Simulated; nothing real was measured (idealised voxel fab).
process module | voxel fin reveal
cross-section cut | 210 nm wide | cells 5 nm
A cross-section is a grid of square cells, given in bands from the top down. A band is one or more rows of cells.
Each band's line starts with the height of the band's top and of its bottom, in nm. Then come its materials from left to right, each with its width in nm. One material with "throughout" fills the band from edge to edge. "air" is empty space.
Height 0 is the level under which the wafer as received is all one material. The lowest band goes on downwards, as in "0 down".
A width such as "30 to 40" changes by the same amount from each row of cells to the next, from the band's top row to its bottom row.
"no change" after a step means that no cell of the cross-section changed.
closed voids: empty space of 8 cells or more with no open way to the top, each as width x height at its distance from the left edge, in nm
after a step's settings: what the simulator itself notes on the step
overlay nm, on a step with a mask: how far to the right of its planned place the mask lay; to the left if negative
plan
1 op RECEIVE | material Si
2 op CONFORMAL_DEP | material SiN | thk nm 10
3 op MASKED_ETCH | tone cover | mask id FINS | width nm 15 | pitch nm 40 | etch materials SiN | depth nm 10 | overlay nm 0
4 op MASKED_ETCH | tone cover | mask id FINS | width nm 15 | pitch nm 40 | etch materials Si | depth nm 40 | overlay nm 0
5 op FILL_DEP | material SiO2 | thk nm 10
6 op CMP | height nm 10
7 op SELECTIVE_ETCH | etch materials SiO2 | depth nm 35
8 op STRIP | etch materials SiN
as received, after step 1
  0 down: Si throughout
  closed voids: none
first wafer at the end, as planned
  0 to -25: air 75 | Si 15 | air 25 | Si 15 | air 80
  -25 to -40: SiO2 75 | Si 15 | SiO2 25 | Si 15 | SiO2 80
  -40 down: Si throughout
  closed voids: none
second wafer at the end: like start, like plan, one mistake
  10 to 0: air 75 | SiN 15 | air 25 | SiN 15 | air 80
  0 to -40: air 75 | Si 15 | air 25 | Si 15 | air 80
  -40 down: Si throughout
  closed voids: none
what went wrong: step 8 ran as: op STRIP | etch materials SiO2
at the end the second wafer has, in cells: 12 more of SiN | 108 fewer of SiO2
